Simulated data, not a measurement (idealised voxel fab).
Process module name: voxel quadruple lines
Square cell edge 5 nm, section width 265 nm, ID cut.
Cross-section spec: square-cell grid; bands listed top down; each band is one or more rows. Each band's line starts with the height of the band's top and of its bottom, in nm. Then come its materials from left to right, each with its width in nm. One material with "everywhere" fills the band from edge to edge. "air" is empty space. Height reference: 0 = level under which incoming wafer is all one material. Lowest band: no bottom, runs on downward, e.g. "0 -> down". Note: "30 to 40" means the width goes from the first number (top row of the band) to the second number (bottom row) in equal steps per row of cells. The designation "remained the same", where it is given for a processing step, indicates that no cell of the cross-section was altered in the course of that step. The entry titled "Unvented cavities" provides the empty spaces that have no open way to the top, restricted to those of 8 cells or more. Each is presented as width x height at distance, the distance being measured from the left edge, with all three in nm. It should be noted that, on the line of a given step, the content following the step's settings is a remark produced by the simulator itself with respect to that step. overlay nm: step with mask; distance mask lay right of planned place; negative value = left of planned place.

Here's what the planned process steps look like:
1 RECEIVE (material Si)
2 CONFORMAL_DEP (material Al2O3; thk nm 5)
3 DIRECTIONAL_DEP (material Ru; thk nm 15)
4 DIRECTIONAL_DEP (material polySi; thk nm 20)
5 DIRECTIONAL_DEP (material aC; thk nm 20)
6 PATTERN (tone cover; mask id MANDREL; material resist; width nm 20; thk nm 25; overlay nm 0)
7 DIRECTIONAL_ETCH (etch materials aC; depth nm 20)
8 STRIP (etch materials resist)
9 CONFORMAL_DEP (material SiO2; thk nm 10)
10 DIRECTIONAL_ETCH (etch materials SiO2; depth nm 10)
11 STRIP (etch materials aC)
12 DIRECTIONAL_ETCH (etch materials polySi; depth nm 20)
13 STRIP (etch materials SiO2)
14 CONFORMAL_DEP (material SiN; thk nm 5)
15 DIRECTIONAL_ETCH (etch materials SiN; depth nm 5)
16 STRIP (etch materials polySi)
17 DIRECTIONAL_ETCH (etch materials Ru; depth nm 15)
18 STRIP (etch materials SiN)
The plan's step 2 thk nm is the first wafer's value; the wafers differ in this setting and start identical.

First of several wafers, received after step 1, in cross-section:
	0 -> down = Si everywhere
	Unvented cavities: none

The figure below presents a cross-section of the first of several wafers at the conclusion of the module, following its last step, step 18:
	20 -> 5 = air: 105  Ru: 5  air: 10  Ru: 5  air: 10  Ru: 5  air: 10  Ru: 5  air: 110
	5 -> 0 = Al2O3 everywhere
	0 -> down = Si everywhere
	Unvented cavities: none

Last-wafer cross-section at the end of the module:
	35 -> 20 = air: 105  Ru: 5  air: 10  Ru: 5  air: 10  Ru: 5  air: 10  Ru: 5  air: 110
	20 -> 0 = Al2O3 everywhere
	0 -> down = Si everywhere
	Unvented cavities: none

each wafer at the end: cells of each material gained (+) or lost (-) since it was received, then its closed voids:
thk nm 5; +53 Al2O3; +12 Ru; Unvented cavities: none
thk nm 10; +106 Al2O3; +12 Ru; Unvented cavities: none
thk nm 15; +159 Al2O3; +12 Ru; Unvented cavities: none
thk nm 20; +212 Al2O3; +12 Ru; Unvented cavities: none
